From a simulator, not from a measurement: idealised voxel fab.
The following process module bears the name voxel wiring stack.
The width of the displayed cross-section, cut, is 275 nm; its cells are square, with a size of 5 nm.
For the purposes of this document, a cross-section shall be understood as a grid of square cells, specified as bands listed in top-to-bottom order, each band consisting of one or more rows of cells. Heads up on the band format: heights come first, top then bottom, in nm. After that it's the materials left to right, each with its width in nm. A single material flagged "edge to edge" fills the whole band edge to edge, and "blank" means there's empty space there. For the purposes of this specification, 0 denotes the height below which the wafer in its as-received condition is composed wholly of one material, and the lowermost band, lacking a lower limit, extends downward without end, as expressed in "0 nm and below". Width "30->40": first value at the band's top row of cells, second value at its bottom row, equal change from row to row. When a step is marked "remained the same", none of the cells in the cross-section changed during that step. Entry "Unvented internal voids". Content: empty spaces with no open connection to the top, size 8 cells or greater. Each: width x height at distance. Distance: from left edge. Unit: nm. Note: text after step settings on the step line = simulator remark on that step. The line of a step may include "overlay nm". On a step with a mask, this value is how far to the right of its planned place the mask lay. A negative value means the mask lay to the left.
Steps in the process plan:
1 RECEIVE | material Si
2 CONFORMAL_DEP | material SiO2 | thk nm 15
3 CONFORMAL_DEP | material SiCN | thk nm 5
4 DIRECTIONAL_DEP | material SiO2 | thk nm 20
5 DIRECTIONAL_DEP | material aC | thk nm 15
6 PATTERN | tone open | mask id METAL_1 | material resist | width nm 30 | pitch nm 45 | thk nm 30 | overlay nm 0
7 DIRECTIONAL_ETCH | etch materials aC | depth nm 15
8 STRIP | etch materials resist
9 DIRECTIONAL_ETCH | etch materials SiO2 | depth nm 20
10 DIRECTIONAL_ETCH | etch materials SiCN | depth nm 5
11 STRIP | etch materials aC
12 CONFORMAL_DEP | material TiN | thk nm 5
13 FILL_DEP | material Cu | thk nm 5
14 CMP | height nm 40
15 CONFORMAL_DEP | material SiCN | thk nm 5
16 DIRECTIONAL_DEP | material lowk | thk nm 30
17 PATTERN | tone open | mask id METAL_2 | material resist | width nm 30 | pitch nm 45 | thk nm 15 | overlay nm 0
18 DIRECTIONAL_ETCH | etch materials lowk | depth nm 15
19 STRIP | etch materials resist
20 PATTERN | tone open | mask id METAL_2_HOLES | material resist | width nm 15 | pitch nm 90 | thk nm 20 | overlay nm 0
21 DIRECTIONAL_ETCH | etch materials lowk | depth nm 15
22 DIRECTIONAL_ETCH | etch materials SiCN | depth nm 5
23 STRIP | etch materials resist
24 CONFORMAL_DEP | material TiN | thk nm 5
25 FILL_DEP | material Cu | thk nm 5
26 CMP | height nm 75
27 CONFORMAL_DEP | material SiCN | thk nm 5
28 DIRECTIONAL_DEP | material lowk | thk nm 25
29 DIRECTIONAL_DEP | material aC | thk nm 15
30 PATTERN | tone open | mask id METAL_3 | material resist | width nm 30 | pitch nm 45 | thk nm 30 | overlay nm 0
31 DIRECTIONAL_ETCH | etch materials aC | depth nm 15
32 STRIP | etch materials resist
33 DIRECTIONAL_ETCH | etch materials lowk | depth nm 15
34 STRIP | etch materials aC
35 DIRECTIONAL_DEP | material aC | thk nm 10
36 PATTERN | tone open | mask id METAL_3_HOLES | material resist | width nm 15 | pitch nm 90 | thk nm 25 | overlay nm 0
37 DIRECTIONAL_ETCH | etch materials aC | depth nm 10
38 STRIP | etch materials resist
39 DIRECTIONAL_ETCH | etch materials lowk | depth nm 10
40 DIRECTIONAL_ETCH | etch materials SiCN | depth nm 5
41 STRIP | etch materials aC
42 CONFORMAL_DEP | material TiN | thk nm 5
43 FILL_DEP | material Cu | thk nm 5
44 CMP | height nm 105
45 CONFORMAL_DEP | material SiCN | thk nm 5
Wafer cross-section on receipt, i.e. after step 1:
	0 nm and below: Si edge to edge
	Unvented internal voids: none
First wafer of two, sectioned at end of module; run went per plan:
	110 nm to 105 nm: SiCN edge to edge
	105 nm to 95 nm: lowk=75 / TiN=5 / Cu=20 / TiN=5 / lowk=15 / TiN=5 / Cu=20 / TiN=5 / lowk=15 / TiN=5 / Cu=20 / TiN=5 / lowk=80
	95 nm to 90 nm: lowk=75 / TiN=5 / Cu=5 / TiN=20 / lowk=15 / TiN=30 / lowk=15 / TiN=5 / Cu=5 / TiN=20 / lowk=80
	90 nm to 80 nm: lowk=75 / TiN=5 / Cu=5 / TiN=5 / lowk=75 / TiN=5 / Cu=5 / TiN=5 / lowk=95
	80 nm to 75 nm: SiCN=75 / TiN=15 / SiCN=75 / TiN=15 / SiCN=95
	75 nm to 65 nm: lowk=75 / TiN=5 / Cu=20 / TiN=5 / lowk=15 / TiN=5 / Cu=20 / TiN=5 / lowk=15 / TiN=5 / Cu=20 / TiN=5 / lowk=80
	65 nm to 60 nm: lowk=75 / TiN=5 / Cu=5 / TiN=20 / lowk=15 / TiN=30 / lowk=15 / TiN=5 / Cu=5 / TiN=20 / lowk=80
	60 nm to 45 nm: lowk=75 / TiN=5 / Cu=5 / TiN=5 / lowk=75 / TiN=5 / Cu=5 / TiN=5 / lowk=95
	45 nm to 40 nm: SiCN=75 / TiN=15 / SiCN=75 / TiN=15 / SiCN=95
	40 nm to 20 nm: SiO2=75 / TiN=5 / Cu=20 / TiN=5 / SiO2=15 / TiN=5 / Cu=20 / TiN=5 / SiO2=15 / TiN=5 / Cu=20 / TiN=5 / SiO2=80
	20 nm to 15 nm: SiCN=75 / TiN=30 / SiCN=15 / TiN=30 / SiCN=15 / TiN=30 / SiCN=80
	15 nm to 0 nm: SiO2 edge to edge
	0 nm and below: Si edge to edge
	Unvented internal voids: none
End-of-module cross-section of the second wafer: identical starting point and process plan to the first, with one processing mistake:
	110 nm to 105 nm: SiCN edge to edge
	105 nm to 95 nm: lowk=75 / TiN=5 / Cu=20 / TiN=5 / lowk=15 / TiN=5 / Cu=20 / TiN=5 / lowk=15 / TiN=5 / Cu=20 / TiN=5 / lowk=80
	95 nm to 90 nm: lowk=75 / TiN=5 / Cu=10 / TiN=15 / lowk=15 / TiN=30 / lowk=15 / TiN=5 / Cu=10 / TiN=15 / lowk=80
	90 nm to 80 nm: lowk=75 / TiN=5 / Cu=10 / TiN=5 / lowk=70 / TiN=5 / Cu=10 / TiN=5 / lowk=90
	80 nm to 75 nm: SiCN=75 / TiN=20 / SiCN=70 / TiN=20 / SiCN=90
	75 nm to 65 nm: lowk=75 / TiN=5 / Cu=20 / TiN=5 / lowk=15 / TiN=5 / Cu=20 / TiN=5 / lowk=15 / TiN=5 / Cu=20 / TiN=5 / lowk=80
	65 nm to 60 nm: lowk=75 / TiN=5 / Cu=5 / TiN=20 / lowk=15 / TiN=30 / lowk=15 / TiN=5 / Cu=5 / TiN=20 / lowk=80
	60 nm to 45 nm: lowk=75 / TiN=5 / Cu=5 / TiN=5 / lowk=75 / TiN=5 / Cu=5 / TiN=5 / lowk=95
	45 nm to 40 nm: SiCN=75 / TiN=15 / SiCN=75 / TiN=15 / SiCN=95
	40 nm to 20 nm: SiO2=75 / TiN=5 / Cu=20 / TiN=5 / SiO2=15 / TiN=5 / Cu=20 / TiN=5 / SiO2=15 / TiN=5 / Cu=20 / TiN=5 / SiO2=80
	20 nm to 15 nm: SiCN=75 / TiN=30 / SiCN=15 / TiN=30 / SiCN=15 / TiN=30 / SiCN=80
	15 nm to 0 nm: SiO2 edge to edge
	0 nm and below: Si edge to edge
	Unvented internal voids: none
Diagnosis: step 36 changed vs plan, executed as PATTERN | tone open | mask id METAL_3_HOLES | material resist | width nm 20 | pitch nm 90 | thk nm 25 | overlay nm 0
Final tally in cells, some materials are higher or lower on the second wafer than on the first: 6 more of Cu; 2 fewer of SiCN; 4 fewer of lowk
